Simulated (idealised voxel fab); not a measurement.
Process module under the name voxel spacer lines
Section cut is 235 nm wide and gridded with 5 nm square cells.
How to read a cross-section here: the picture is a grid of square cells, written as bands going from the top down, and any band can span one or more rows of cells.
Read a band's entry like this: the first values are the height of its top and the height of its bottom in nm, and what follows is the sequence of materials from left to right, each with its width in nm. Note that "blank" is empty space, and that a single material marked "all across" reaches across the band from edge to edge.
The reference from which all heights are counted is 0, the level beneath which the as-received wafer is entirely one material; the lowest band, having no lower bound, proceeds downward and is written after the example "0 -> down".
So if you see something like "30..40" for the width, read it as the top row of the band sitting at the first number and the bottom row at the second, with every row in between moving by the same amount as the last.
Basically "nothing different" means that step didn't change any cell in the cross-section.
Enclosed voids (no open way to top), threshold 8 cells or more, entry "Voids, enclosed", notation width x height at distance, distance from left edge, nm.
Heads up: the bit after the settings on a step's line is the simulator's remark on that step.
The line of a step may include "overlay nm". On a step with a mask, this value is how far to the right of its planned place the mask lay. A negative value means the mask lay to the left.

## The following list gives the planned process steps
| 1 | RECEIVE (material Si) |
| 2 | CONFORMAL_DEP (material Al2O3; thk nm 5) |
| 3 | DIRECTIONAL_DEP (material W; thk nm 20) |
| 4 | DIRECTIONAL_DEP (material polySi; thk nm 30) |
| 5 | PATTERN (tone cover; mask id MANDREL; material resist; width nm 20; pitch nm 60; thk nm 35; overlay nm 0) |
| 6 | DIRECTIONAL_ETCH (etch materials polySi; depth nm 30) |
| 7 | STRIP (etch materials resist) |
| 8 | CONFORMAL_DEP (material SiO2; thk nm 10) |
| 9 | DIRECTIONAL_ETCH (etch materials SiO2; depth nm 10) |
| 10 | STRIP (etch materials polySi) |
| 11 | DIRECTIONAL_ETCH (etch materials W; depth nm 20) |
| 12 | STRIP (etch materials SiO2) |
| 13 | FILL_DEP (material SiO2; thk nm 5) |
| 14 | CMP (height nm 25) |

## Incoming wafer, cross-sectional view, post step 1
  0 -> down | Si all across
  Voids, enclosed: none

## Cross-section taken at module completion on the first of two wafers; processed per the plan
  25 -> 5 | 65 SiO2 / 10 W / 20 SiO2 / 10 W / 20 SiO2 / 10 W / 20 SiO2 / 10 W / 70 SiO2
  5 -> 0 | Al2O3 all across
  0 -> down | Si all across
  Voids, enclosed: none

## Cross-sectional view: second of two wafers, end of module; start and plan identical to the first, one mistake in running
  25 -> 5 | 60 SiO2 / 10 W / 30 SiO2 / 10 W / 10 SiO2 / 10 W / 30 SiO2 / 10 W / 65 SiO2
  5 -> 0 | Al2O3 all across
  0 -> down | Si all across
  Voids, enclosed: none
Processing error: for step 5, the planned setting was not used; the step was instead run as PATTERN (tone cover; mask id MANDREL; material resist; width nm 30; pitch nm 60; thk nm 35; overlay nm 0)
When the process is done, the second wafer contains the same cell count of every material as the first wafer, but distributed over other locations.
